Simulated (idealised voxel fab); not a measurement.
process module | voxel fin reveal
cross-section cut | 190 nm wide | cells 5 nm
A cross-section is a grid of square cells, given in bands from the top down. A band is one or more rows of cells.
Each band's line starts with the height of the band's top and of its bottom, in nm. Then come its materials from left to right, each with its width in nm. One material with "throughout" fills the band from edge to edge. "air" is empty space.
Height 0 is the level under which the wafer as received is all one material. The lowest band goes on downwards, as in "0 down".
A width such as "30 to 40" changes by the same amount from each row of cells to the next, from the band's top row to its bottom row.
"no change" after a step means that no cell of the cross-section changed.
closed voids: empty space of 8 cells or more with no open way to the top, each as width x height at its distance from the left edge, in nm
after a step's settings: what the simulator itself notes on the step
overlay nm, on a step with a mask: how far to the right of its planned place the mask lay; to the left if negative
plan
1 op RECEIVE | material Si
2 op CONFORMAL_DEP | material SiN | thk nm 5
3 op MASKED_ETCH | tone cover | mask id FINS | width nm 15 | pitch nm 40 | etch materials SiN | depth nm 5 | overlay nm 0
4 op MASKED_ETCH | tone cover | mask id FINS | width nm 15 | pitch nm 40 | etch materials Si | depth nm 35 | overlay nm 0
5 op OXIDIZE | depth nm 5
6 op FILL_DEP | material SiO2 | thk nm 15
7 op CMP | height nm 5
8 op SELECTIVE_ETCH | etch materials SiO2 | depth nm 15
9 op STRIP | etch materials SiN
as received, after step 1
  0 down: Si throughout
  closed voids: none
a wafer at the end: this start, this plan, one mistake
  0 to -10: air 25 | Si 15 | air 25 | Si 15 | air 25 | Si 15 | air 25 | Si 15 | air 30
  -10 to -40: SiO2 25 | Si 15 | SiO2 25 | Si 15 | SiO2 25 | Si 15 | SiO2 25 | Si 15 | SiO2 30
  -40 down: Si throughout
  closed voids: none
what went wrong: step 3 ran as: op MASKED_ETCH | tone cover | mask id FINS | width nm 25 | pitch nm 40 | etch materials SiN | depth nm 5 | overlay nm 0
